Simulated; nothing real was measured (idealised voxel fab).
process module | voxel released beams
cross-section cut | 245 nm wide | cells 5 nm
A cross-section is a grid of square cells, given in bands from the top down. A band is one or more rows of cells.
Each band's line starts with the height of the band's top and of its bottom, in nm. Then come its materials from left to right, each with its width in nm. One material with "throughout" fills the band from edge to edge. "air" is empty space.
Height 0 is the level under which the wafer as received is all one material. The lowest band goes on downwards, as in "0 down".
A width such as "30 to 40" changes by the same amount from each row of cells to the next, from the band's top row to its bottom row.
"no change" after a step means that no cell of the cross-section changed.
closed voids: empty space of 8 cells or more with no open way to the top, each as width x height at its distance from the left edge, in nm
after a step's settings: what the simulator itself notes on the step
overlay nm, on a step with a mask: how far to the right of its planned place the mask lay; to the left if negative
plan
1 op RECEIVE | material Si
2 op CONFORMAL_DEP | material Al2O3 | thk nm 10
3 op DIRECTIONAL_DEP | material SiO2 | thk nm 10
4 op DIRECTIONAL_DEP | material aC | thk nm 10
5 op PATTERN | tone open | mask id ANCHOR | material resist | width nm 35 | thk nm 25 | overlay nm 0
6 op DIRECTIONAL_ETCH | etch materials aC | depth nm 10
7 op STRIP | etch materials resist
8 op DIRECTIONAL_ETCH | etch materials SiO2 | depth nm 10
9 op STRIP | etch materials aC
10 op CONFORMAL_DEP | material W | thk nm 15
11 op DIRECTIONAL_DEP | material aC | thk nm 15
12 op PATTERN | tone cover | mask id BEAM | material resist | width nm 105 | thk nm 30 | overlay nm 0
13 op DIRECTIONAL_ETCH | etch materials aC | depth nm 15
14 op STRIP | etch materials resist
15 op DIRECTIONAL_ETCH | etch materials W | depth nm 15
16 op STRIP | etch materials aC
17 op STRIP | etch materials SiO2
as received, after step 1
  0 down: Si throughout
  closed voids: none
first wafer at the end, as planned
  35 to 25: air 65 | W 20 | air 5 | W 80 | air 75
  25 to 20: air 65 | W 105 | air 75
  20 to 10: air 70 | W 35 | air 140
  10 to 0: Al2O3 throughout
  0 down: Si throughout
  closed voids: none
second wafer at the end: like start, like plan, one mistake
  35 to 25: air 65 | W 55 | air 125
  25 to 20: air 65 | W 105 | air 75
  20 to 10: air 55 | W 15 | SiO2 35 | W 65 | air 75
  10 to 0: Al2O3 throughout
  0 down: Si throughout
  closed voids: none
what went wrong: step 5 ran as: op PATTERN | tone cover | mask id ANCHOR | material resist | width nm 35 | thk nm 25 | overlay nm 0
at the end the second wafer has, in cells: 14 more of SiO2
